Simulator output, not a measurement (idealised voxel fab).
The process module that follows is named voxel capacitor over wiring.
Square cells of 5 nm make up the cross-section cut, whose width is 165 nm.
A cross-section is written here as square cells arranged in a grid, and it is given in bands from the top down, each band taking up one or more rows of cells. Each band's line starts with the height of the band's top and of its bottom, in nm. Then come its materials from left to right, each with its width in nm. One material with "throughout" fills the band from edge to edge. "air" is empty space. Height datum 0, below which the as-received substrate wafer is one material. Lowest band open at the bottom, running downward: "0 down". A width such as "30 to 40" changes by the same amount from each row of cells to the next, from the band's top row to its bottom row. "no modification" -> step changed no cross-section cell. "Internal closed voids" enumerates empty spaces isolated from the top, with no open way to it, that contain at least 8 cells, giving each as width x height at distance from the left edge, all three in nm. The remark found on a step's line after its settings is issued by the simulator itself and pertains to that step. You can add "overlay nm" to a step's line. For a step with a mask, it describes how far the mask lay to the right of its planned position, and a negative number describes a lay to the left.
**Planned step list for the process**
1,RECEIVE [material Si]
2,CONFORMAL_DEP [material SiO2] [thk nm 10]
3,DIRECTIONAL_DEP [material TiN] [thk nm 5]
4,DIRECTIONAL_DEP [material W] [thk nm 15]
5,MASKED_ETCH [tone cover] [mask id METAL_1] [width nm 25] [pitch nm 75] [etch materials W] [depth nm 15] [overlay nm 0]
6,MASKED_ETCH [tone cover] [mask id METAL_1] [width nm 25] [pitch nm 75] [etch materials TiN] [depth nm 5] [overlay nm 0]
7,FILL_DEP [material lowk] [thk nm 5]
8,CMP [height nm 30]
9,CONFORMAL_DEP [material SiCN] [thk nm 5]
10,DIRECTIONAL_DEP [material lowk] [thk nm 20]
11,PATTERN [tone open] [mask id PLUG_1] [material resist] [width nm 15] [thk nm 15] [overlay nm 0]
12,DIRECTIONAL_ETCH [etch materials lowk] [depth nm 20]
13,DIRECTIONAL_ETCH [etch materials SiCN] [depth nm 5]
14,STRIP [etch materials resist]
15,EPI [material Ru] [thk nm 10]
16,EPI [material Ru] [thk nm 10]
17,EPI [material Ru] [thk nm 5]
18,DIRECTIONAL_DEP [material TiN] [thk nm 5]
19,DIRECTIONAL_DEP [material HfO2] [thk nm 5]
20,DIRECTIONAL_DEP [material TiN] [thk nm 5]
21,PATTERN [tone cover] [mask id UPPER_PLATE] [material resist] [width nm 55] [thk nm 15] [overlay nm 0]
22,DIRECTIONAL_ETCH [etch materials TiN] [depth nm 5]
23,DIRECTIONAL_ETCH [etch materials HfO2] [depth nm 5]
24,STRIP [etch materials resist]
25,PATTERN [tone cover] [mask id LOWER_PLATE] [material resist] [width nm 65] [thk nm 15] [overlay nm 0]
26,DIRECTIONAL_ETCH [etch materials TiN] [depth nm 5]
27,STRIP [etch materials resist]
28,FILL_DEP [material SiO2] [thk nm 15]
29,CMP [height nm 80]
30,PATTERN [tone open] [mask id PLUG_2] [material resist] [width nm 15] [thk nm 15] [overlay nm 0]
31,DIRECTIONAL_ETCH [etch materials SiO2] [depth nm 10]
32,STRIP [etch materials resist]
33,CONFORMAL_DEP [material TiN] [thk nm 5]
34,FILL_DEP [material Ru] [thk nm 5]
35,CMP [height nm 80]
36,CONFORMAL_DEP [material SiCN] [thk nm 5]
**Cross-section: wafer on arrival = after step 1**
- 0 down: Si throughout
- Internal closed voids: none
**Sectioned view, first of two wafers, at the close of the module, processed as intended in the plan**
- 85 to 80: SiCN throughout
- 80 to 75: SiO2=50, TiN=5, Ru=5, TiN=5, SiO2=100
- 75 to 65: SiO2=50 to 40, TiN=15 to 55, SiO2=100 to 70
- 65 to 60: SiO2=40, HfO2=55, SiO2=70
- 60 to 55: SiO2=35, TiN=65, SiO2=65
- 55 to 35: lowk=40, Ru=15, lowk=110
- 35 to 30: SiCN=40, Ru=15, SiCN=110
- 30 to 15: lowk=30, W=25, lowk=50, W=25, lowk=35
- 15 to 10: lowk=30, TiN=25, lowk=50, TiN=25, lowk=35
- 10 to 0: SiO2 throughout
- 0 down: Si throughout
- Internal closed voids: none
**second wafer at the end: like start, like plan, one mistake**
- 85 to 80: SiCN throughout
- 80 to 75: SiO2=40, TiN=25, SiO2=100
- 75 to 70: SiO2=40, HfO2=25, SiO2=100
- 70 to 65: SiO2=35, TiN=60, SiO2=70
- 65 to 60: SiO2=30, Ru=35, HfO2=30, SiO2=70
- 60 to 55: SiO2=30, Ru=35, TiN=35, SiO2=65
- 55 to 35: lowk=40, Ru=15, lowk=110
- 35 to 30: SiCN=40, Ru=15, SiCN=110
- 30 to 15: lowk=30, W=25, lowk=50, W=25, lowk=35
- 15 to 10: lowk=30, TiN=25, lowk=50, TiN=25, lowk=35
- 10 to 0: SiO2 throughout
- 0 down: Si throughout
- Internal closed voids: none
Want to know what went wrong? there is no telling which one of steps 15 and 16, all the same, got done twice
FYI, end of process, the second wafer has more or fewer cells of some materials than the first: 13 more of Ru, 8 fewer of SiO2, 5 fewer of TiN
